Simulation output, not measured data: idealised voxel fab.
process module | voxel tone inversion
cross-section cut | 210 nm wide | cells 5 nm
A cross-section is a grid of square cells, given in bands from the top down. A band is one or more rows of cells.
Each band's line starts with the height of the band's top and of its bottom, in nm. Then come its materials from left to right, each with its width in nm. One material with "throughout" fills the band from edge to edge. "air" is empty space.
Height 0 is the level under which the wafer as received is all one material. The lowest band goes on downwards, as in "0 down".
A width such as "30 to 40" changes by the same amount from each row of cells to the next, from the band's top row to its bottom row.
"no change" after a step means that no cell of the cross-section changed.
closed voids: empty space of 8 cells or more with no open way to the top, each as width x height at its distance from the left edge, in nm
after a step's settings: what the simulator itself notes on the step
overlay nm, on a step with a mask: how far to the right of its planned place the mask lay; to the left if negative
plan
1 op RECEIVE | material Si
2 op CONFORMAL_DEP | material SiCN | thk nm 5
3 op DIRECTIONAL_DEP | material aC | thk nm 20
4 op PATTERN | tone cover | mask id POSTS | material resist | width nm 15 | pitch nm 45 | thk nm 30 | overlay nm 0
5 op DIRECTIONAL_ETCH | etch materials aC | depth nm 20
6 op STRIP | etch materials resist
7 op FILL_DEP | material SiO2 | thk nm 5
8 op CMP | height nm 25
9 op STRIP | etch materials aC
as received, after step 1
  0 down: Si throughout
  closed voids: none
a wafer at the end: this start, this plan, one mistake
  25 to 5: SiO2 throughout
  5 to 0: SiCN throughout
  0 down: Si throughout
  closed voids: none
what went wrong: step 3 ran as: op DIRECTIONAL_DEP | material SiO2 | thk nm 20
